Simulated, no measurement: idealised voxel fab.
The process module presented herein is designated voxel ribs on slabs.
Cross-sectional view cut (width: 155 nm; square cell size: 5 nm).
Square cells in a grid make up a cross-section in this document, and the grid is given as bands, listed from the top down, each one or more rows of cells.
Per band: top height and bottom height in nm, followed by the left-to-right materials and their widths in nm; "full width" marks a single material spanning edge to edge, "empty" marks empty space.
The reference from which all heights are counted is 0, the level beneath which the as-received wafer is entirely one material; the lowest band, having no lower bound, proceeds downward and is written after the example "0 down".
The notation "30->40" denotes a width that varies across the rows of cells in the band, beginning at the first number in the top row, finishing at the second number in the bottom row, and changing by an identical amount from each row to the next.
The designation "remains unaltered", where it is given for a processing step, indicates that no cell of the cross-section was altered in the course of that step.
Entry "Voids lacking openings". Content: empty spaces with no open connection to the top, size 8 cells or greater. Each: width x height at distance. Distance: from left edge. Unit: nm.
On each step's line, the part that comes after the settings is the simulator's own comment on the step.
Regarding "overlay nm": on a step with a mask, it is the distance the mask lay to the right of its planned place; a negative value places it to the left.
-- Intended process steps
1) op RECEIVE | material Si
2) op DIRECTIONAL_DEP | material SiO2 | thk nm 30
3) op DIRECTIONAL_DEP | material SiN | thk nm 20
4) op MASKED_ETCH | tone cover | mask id RIB | width nm 20 | etch materials SiN | depth nm 15 | overlay nm 0
5) op MASKED_ETCH | tone cover | mask id SLAB | width nm 50 | etch materials SiN | depth nm 5 | overlay nm 0
6) op FILL_DEP | material SiO2 | thk nm 25
7) op CMP | height nm 65
8) op DIRECTIONAL_DEP | material TiN | thk nm 10
9) op PATTERN | tone cover | mask id HEATER | material resist | width nm 30 | thk nm 20 | overlay nm 0
10) op DIRECTIONAL_ETCH | etch materials TiN | depth nm 10
11) op STRIP | etch materials resist
12) op CONFORMAL_DEP | material SiO2 | thk nm 10
-- Cross-section of the wafer upon arrival, representing the state reached after step 1
	0 down: Si full width
	Voids lacking openings: none
-- What the wafer looks like in cross-section after this module, when it starts as shown above and follows the plan above but one mistake is made in running it
	85 to 75: 50 empty, 50 SiO2, 55 empty
	75 to 65: 60 SiO2, 30 TiN, 65 SiO2
	65 to 55: 65 SiO2, 20 SiN, 70 SiO2
	55 to 50: 50 SiO2, 50 SiN, 55 SiO2
	50 to 30: SiN full width
	30 to 0: SiO2 full width
	0 down: Si full width
	Voids lacking openings: none
It is concluded that the wafer was processed incorrectly with respect to the plan, in that step 3 in the plan was executed twice
